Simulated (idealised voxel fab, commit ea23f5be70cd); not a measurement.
The process module presented herein is designated voxel capacitor over wiring.
FYI the section here is cut, 290 nm wide, cells are 5 nm squares.
Throughout this document, each cross-section is represented as a grid of square cells and is presented as a sequence of bands enumerated from the top downward, where a band comprises one or more rows of cells. What a band's entry tells you: where the top is and where the bottom is, as heights in nm, and after that what lies inside, material by material from left to right, each with its width in nm. Empty space is written as the word "blank", and a single material marked with the word "throughout" occupies the band from edge to edge. Convention: height 0 is the level below which the wafer, as received, is all one material. The lowest band does not terminate at the bottom but continues downward, represented as "0 nm and below". Per-row width for "30->40": begins at first number (top row of band), ends at second number (bottom row), increment between rows held constant. Where the words "everything unchanged" appear for a step, the cross-section shows no cell changed by that step; every cell remained as before. "Closed-off voids" enumerates empty spaces isolated from the top, with no open way to it, that contain at least 8 cells, giving each as width x height at distance from the left edge, all three in nm. Heads up: the bit after the settings on a step's line is the simulator's remark on that step. overlay nm: how far to the right of its planned place the mask lay on this masked step (negative: to the left).

[So here's the lineup of process steps we planned]
1 op RECEIVE | material Si
2 op CONFORMAL_DEP | material SiO2 | thk nm 10
3 op DIRECTIONAL_DEP | material TiN | thk nm 5
4 op DIRECTIONAL_DEP | material Ru | thk nm 25
5 op PATTERN | tone cover | mask id METAL_1 | material resist | width nm 25 | pitch nm 95 | thk nm 15 | overlay nm 0
6 op DIRECTIONAL_ETCH | etch materials Ru | depth nm 25
7 op DIRECTIONAL_ETCH | etch materials TiN | depth nm 5
8 op STRIP | etch materials resist
9 op CONFORMAL_DEP | material SiCN | thk nm 5
10 op FILL_DEP | material SiO2 | thk nm 10
11 op CMP | height nm 40
12 op CONFORMAL_DEP | material SiCN | thk nm 5
13 op DIRECTIONAL_DEP | material SiO2 | thk nm 15
14 op MASKED_ETCH | tone open | mask id PLUG_1 | width nm 15 | etch materials SiO2 | depth nm 15 | overlay nm 0
15 op MASKED_ETCH | tone open | mask id PLUG_1 | width nm 15 | etch materials SiCN | depth nm 5 | overlay nm 0
16 op CONFORMAL_DEP | material TiN | thk nm 5
17 op FILL_DEP | material W | thk nm 5
18 op CMP | height nm 60
19 op DIRECTIONAL_DEP | material TiN | thk nm 5
20 op DIRECTIONAL_DEP | material SiN | thk nm 5
21 op DIRECTIONAL_DEP | material TiN | thk nm 5
22 op DIRECTIONAL_DEP | material aC | thk nm 10
23 op PATTERN | tone cover | mask id UPPER_PLATE | material resist | width nm 75 | thk nm 25 | overlay nm 0
24 op DIRECTIONAL_ETCH | etch materials aC | depth nm 10
25 op STRIP | etch materials resist
26 op DIRECTIONAL_ETCH | etch materials TiN | depth nm 5
27 op DIRECTIONAL_ETCH | etch materials SiN | depth nm 5
28 op STRIP | etch materials aC
29 op MASKED_ETCH | tone cover | mask id LOWER_PLATE | width nm 85 | etch materials TiN | depth nm 5 | overlay nm 0
30 op FILL_DEP | material SiO2 | thk nm 15
31 op CMP | height nm 85
32 op DIRECTIONAL_DEP | material aC | thk nm 15
33 op PATTERN | tone open | mask id PLUG_2 | material resist | width nm 15 | thk nm 30 | overlay nm 0
34 op DIRECTIONAL_ETCH | etch materials aC | depth nm 15
35 op STRIP | etch materials resist
36 op DIRECTIONAL_ETCH | etch materials SiO2 | depth nm 10
37 op STRIP | etch materials aC
38 op CONFORMAL_DEP | material TiN | thk nm 5
39 op FILL_DEP | material W | thk nm 5
40 op CMP | height nm 85
41 op CONFORMAL_DEP | material SiN | thk nm 5

[Cross-section: wafer on arrival = after step 1]
0 nm and below: Si throughout
Closed-off voids: none

[What the wafer looks like in cross-section after this module, when it starts as shown above and follows the plan above but one mistake is made in running it]
90 nm to 85 nm: SiN throughout
85 nm to 80 nm: 105 of SiO2 / 5 of TiN / 5 of W / 5 of TiN / 170 of SiO2
80 nm to 70 nm: 105->100 of SiO2 / 15->70 of TiN / 170->120 of SiO2
70 nm to 65 nm: 95 of SiO2 / 75 of SiN / 120 of SiO2
65 nm to 60 nm: 95 of SiO2 / 90 of TiN / 105 of SiO2
60 nm to 45 nm: 95 of SiO2 / 5 of TiN / 5 of W / 5 of TiN / 180 of SiO2
45 nm to 40 nm: 95 of SiCN / 15 of TiN / 180 of SiCN
40 nm to 15 nm: 80 of SiO2 / 5 of SiCN / 25 of Ru / 5 of SiCN / 60 of SiO2 / 5 of SiCN / 25 of Ru / 5 of SiCN / 80 of SiO2
15 nm to 10 nm: 85 of SiCN / 25 of TiN / 70 of SiCN / 25 of TiN / 85 of SiCN
10 nm to 0 nm: SiO2 throughout
0 nm and below: Si throughout
Closed-off voids: none
What went wrong in running the wafer? step 29 deviated from plan and actually ran as op MASKED_ETCH | tone cover | mask id LOWER_PLATE | width nm 85 | etch materials TiN | depth nm 5 | overlay nm 10
